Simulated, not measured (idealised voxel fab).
Title: Process Module voxel self aligned vias
The cross-section shown here is cut; it is 280 nm wide and divided into square cells measuring 5 nm on a side.
Throughout this document, each cross-section is represented as a grid of square cells and is presented as a sequence of bands enumerated from the top downward, where a band comprises one or more rows of cells. First you get the band's top height and its bottom height, in nm, and then the materials it's made of, left to right, with each width in nm. If you see a single material with "edge to edge", that one covers the band edge to edge. "air" is empty space. Heads up on the height convention: 0 is the point under which the incoming wafer is all one material, and the lowest band has no bottom, it just keeps going down, like "0 nm and below". Width "30 to 40": first value at the band's top row of cells, second value at its bottom row, equal change from row to row. It should be understood that the words "remained the same", when stated for a given step, signify that the cross-section underwent no change in any of its cells during that step. Heads up: "Closed-off voids" only lists the empty pockets with no open path to the top that are 8 cells or more, and it writes them as width x height at distance, distance from the left edge, in nm. Where a step's line continues beyond its settings, the continuation is a remark by the simulator itself on that step. overlay nm: step with mask; distance mask lay right of planned place; negative value = left of planned place.

Here's what the planned process steps look like:
1: RECEIVE: material Si
2: CONFORMAL_DEP: material SiO2, thk nm 10
3: CONFORMAL_DEP: material SiCN, thk nm 5
4: DIRECTIONAL_DEP: material lowk, thk nm 25
5: DIRECTIONAL_DEP: material aC, thk nm 15
6: PATTERN: tone open, mask id LINES, material resist, width nm 30, pitch nm 75, thk nm 30, overlay nm 0
7: DIRECTIONAL_ETCH: etch materials aC, depth nm 15
8: STRIP: etch materials resist
9: DIRECTIONAL_ETCH: etch materials lowk, depth nm 25
10: STRIP: etch materials aC
11: CONFORMAL_DEP: material TiN, thk nm 5
12: FILL_DEP: material W, thk nm 5
13: CMP: height nm 40
14: SELECTIVE_ETCH: etch materials W Ru TiN, depth nm 5
15: FILL_DEP: material SiN, thk nm 10
16: CMP: height nm 40
17: DIRECTIONAL_DEP: material lowk, thk nm 15
18: DIRECTIONAL_DEP: material aC, thk nm 15
19: PATTERN: tone open, mask id VIAS, material resist, width nm 50, thk nm 30, overlay nm 0
20: DIRECTIONAL_ETCH: etch materials aC, depth nm 15
21: STRIP: etch materials resist
22: DIRECTIONAL_ETCH: etch materials lowk, depth nm 15
23: DIRECTIONAL_ETCH: etch materials SiN, depth nm 5
24: STRIP: etch materials aC
25: CONFORMAL_DEP: material TiN, thk nm 5
26: FILL_DEP: material Ru, thk nm 5
27: CMP: height nm 55
28: CONFORMAL_DEP: material SiCN, thk nm 5

The following pertains to the first of two wafers, which was processed as planned:

So this is the incoming wafer in cross-section - it's already been through step 1:
> 0 nm and below | Si edge to edge
> Closed-off voids: none

How the wafer stands in section after step 2:
> 10 nm to 0 nm | SiO2 edge to edge
> Note: structure below 0 unchanged.

How the wafer stands in section after step 3:
> 15 nm to 10 nm | SiCN edge to edge
> Note: structure below 10 unchanged.

How the wafer stands in section after step 4:
> 40 nm to 15 nm | lowk edge to edge
> Note: structure below 15 unchanged.

How the wafer stands in section after step 5:
> 55 nm to 40 nm | aC edge to edge
> Note: structure below 40 unchanged.

How the wafer stands in section after step 6:
> 85 nm to 55 nm | resist 85, air 30, resist 45, air 30, resist 90
> Note: structure below 55 unchanged.

How the wafer stands in section after step 7:
> 70 nm to 55 nm | resist 85, air 30, resist 45, air 30, resist 90
> 55 nm to 40 nm | aC 85, air 30, aC 45, air 30, aC 90
> Note: structure below 40 unchanged.

How the wafer stands in section after step 8:
> 55 nm to 40 nm | aC 85, air 30, aC 45, air 30, aC 90
> Note: structure below 40 unchanged.

How the wafer stands in section after step 9:
> 55 nm to 40 nm | aC 85, air 30, aC 45, air 30, aC 90
> 40 nm to 15 nm | lowk 85, air 30, lowk 45, air 30, lowk 90
> Note: structure below 15 unchanged.

How the wafer stands in section after step 10:
> 40 nm to 15 nm | lowk 85, air 30, lowk 45, air 30, lowk 90
> Note: structure below 15 unchanged.

How the wafer stands in section after step 11:
> 45 nm to 40 nm | TiN 90, air 20, TiN 55, air 20, TiN 95
> 40 nm to 20 nm | lowk 85, TiN 5, air 20, TiN 5, lowk 45, TiN 5, air 20, TiN 5, lowk 90
> 20 nm to 15 nm | lowk 85, TiN 30, lowk 45, TiN 30, lowk 90
> Note: structure below 15 unchanged.

How the wafer stands in section after step 12:
> 50 nm to 45 nm | W edge to edge
> 45 nm to 40 nm | TiN 90, W 20, TiN 55, W 20, TiN 95
> 40 nm to 20 nm | lowk 85, TiN 5, W 20, TiN 5, lowk 45, TiN 5, W 20, TiN 5, lowk 90
> Note: structure below 20 unchanged.

How the wafer stands in section after step 13:
> 40 nm to 20 nm | lowk 85, TiN 5, W 20, TiN 5, lowk 45, TiN 5, W 20, TiN 5, lowk 90
> Note: structure below 20 unchanged.

How the wafer stands in section after step 14:
> 40 nm to 35 nm | lowk 85, air 30, lowk 45, air 30, lowk 90
> Note: structure below 35 unchanged.

How the wafer stands in section after step 15:
> 50 nm to 40 nm | SiN edge to edge
> 40 nm to 35 nm | lowk 85, SiN 30, lowk 45, SiN 30, lowk 90
> Note: structure below 35 unchanged.

How the wafer stands in section after step 16:
> 40 nm to 35 nm | lowk 85, SiN 30, lowk 45, SiN 30, lowk 90
> Note: structure below 35 unchanged.

How the wafer stands in section after step 17:
> 55 nm to 40 nm | lowk edge to edge
> Note: structure below 40 unchanged.

How the wafer stands in section after step 18:
> 70 nm to 55 nm | aC edge to edge
> Note: structure below 55 unchanged.

How the wafer stands in section after step 19:
> 100 nm to 70 nm | resist 75, air 50, resist 155
> Note: structure below 70 unchanged.

How the wafer stands in section after step 20:
> 85 nm to 70 nm | resist 75, air 50, resist 155
> 70 nm to 55 nm | aC 75, air 50, aC 155
> Note: structure below 55 unchanged.

How the wafer stands in section after step 21:
> 70 nm to 55 nm | aC 75, air 50, aC 155
> Note: structure below 55 unchanged.

How the wafer stands in section after step 22:
> 70 nm to 55 nm | aC 75, air 50, aC 155
> 55 nm to 40 nm | lowk 75, air 50, lowk 155
> Note: structure below 40 unchanged.

How the wafer stands in section after step 23:
> 70 nm to 55 nm | aC 75, air 50, aC 155
> 55 nm to 40 nm | lowk 75, air 50, lowk 155
> 40 nm to 35 nm | lowk 85, air 30, lowk 45, SiN 30, lowk 90
> Note: structure below 35 unchanged.

How the wafer stands in section after step 24:
> 55 nm to 40 nm | lowk 75, air 50, lowk 155
> Note: structure below 40 unchanged.

How the wafer stands in section after step 25:
> 60 nm to 55 nm | TiN 80, air 40, TiN 160
> 55 nm to 45 nm | lowk 75, TiN 5, air 40, TiN 5, lowk 155
> 45 nm to 40 nm | lowk 75, TiN 15, air 20, TiN 15, lowk 155
> 40 nm to 35 nm | lowk 85, TiN 30, lowk 45, SiN 30, lowk 90
> Note: structure below 35 unchanged.

How the wafer stands in section after step 26:
> 65 nm to 60 nm | Ru edge to edge
> 60 nm to 55 nm | TiN 80, Ru 40, TiN 160
> 55 nm to 45 nm | lowk 75, TiN 5, Ru 40, TiN 5, lowk 155
> 45 nm to 40 nm | lowk 75, TiN 15, Ru 20, TiN 15, lowk 155
> Note: structure below 40 unchanged.

How the wafer stands in section after step 27:
> 55 nm to 45 nm | lowk 75, TiN 5, Ru 40, TiN 5, lowk 155
> Note: structure below 45 unchanged.

How the wafer stands in section after step 28:
> 60 nm to 55 nm | SiCN edge to edge
> Note: structure below 55 unchanged.

Wafer two. Identical start, identical plan. One mistake in execution. Identical history through step 18:

Cross-sectional representation of the second wafer at the time designated in the plan for the completion of step 19:
> 100 nm to 70 nm | resist 80, air 50, resist 150
> Note: structure below 70 unchanged.

Cross-sectional representation of the second wafer at the time designated in the plan for the completion of step 20:
> 85 nm to 70 nm | resist 80, air 50, resist 150
> 70 nm to 55 nm | aC 80, air 50, aC 150
> Note: structure below 55 unchanged.

Cross-sectional representation of the second wafer at the time designated in the plan for the completion of step 21:
> 70 nm to 55 nm | aC 80, air 50, aC 150
> Note: structure below 55 unchanged.

Cross-sectional representation of the second wafer at the time designated in the plan for the completion of step 22:
> 70 nm to 55 nm | aC 80, air 50, aC 150
> 55 nm to 40 nm | lowk 80, air 50, lowk 150
> Note: structure below 40 unchanged.

Cross-sectional representation of the second wafer at the time designated in the plan for the completion of step 23:
> 70 nm to 55 nm | aC 80, air 50, aC 150
> 55 nm to 40 nm | lowk 80, air 50, lowk 150
> 40 nm to 35 nm | lowk 85, air 30, lowk 45, SiN 30, lowk 90
> Note: structure below 35 unchanged.

Cross-sectional representation of the second wafer at the time designated in the plan for the completion of step 24:
> 55 nm to 40 nm | lowk 80, air 50, lowk 150
> Note: structure below 40 unchanged.

Cross-sectional representation of the second wafer at the time designated in the plan for the completion of step 25:
> 60 nm to 55 nm | TiN 85, air 40, TiN 155
> 55 nm to 45 nm | lowk 80, TiN 5, air 40, TiN 5, lowk 150
> 45 nm to 40 nm | lowk 80, TiN 10, air 20, TiN 20, lowk 150
> 40 nm to 35 nm | lowk 85, TiN 30, lowk 45, SiN 30, lowk 90
> Note: structure below 35 unchanged.

Cross-sectional representation of the second wafer at the time designated in the plan for the completion of step 26:
> 65 nm to 60 nm | Ru edge to edge
> 60 nm to 55 nm | TiN 85, Ru 40, TiN 155
> 55 nm to 45 nm | lowk 80, TiN 5, Ru 40, TiN 5, lowk 150
> 45 nm to 40 nm | lowk 80, TiN 10, Ru 20, TiN 20, lowk 150
> Note: structure below 40 unchanged.

Cross-sectional representation of the second wafer at the time designated in the plan for the completion of step 27:
> 55 nm to 45 nm | lowk 80, TiN 5, Ru 40, TiN 5, lowk 150
> Note: structure below 45 unchanged.

Cross-sectional representation of the second wafer at the time designated in the plan for the completion of step 28:
> 60 nm to 55 nm | SiCN edge to edge
> Note: structure below 55 unchanged.
Here's what went sideways: for step 19, the planned setting was not used; the step was instead run as PATTERN: tone open, mask id VIAS, material resist, width nm 50, thk nm 30, overlay nm 5
At the close, every material occupies the same number of cells on the second wafer as on the first, only in different positions.
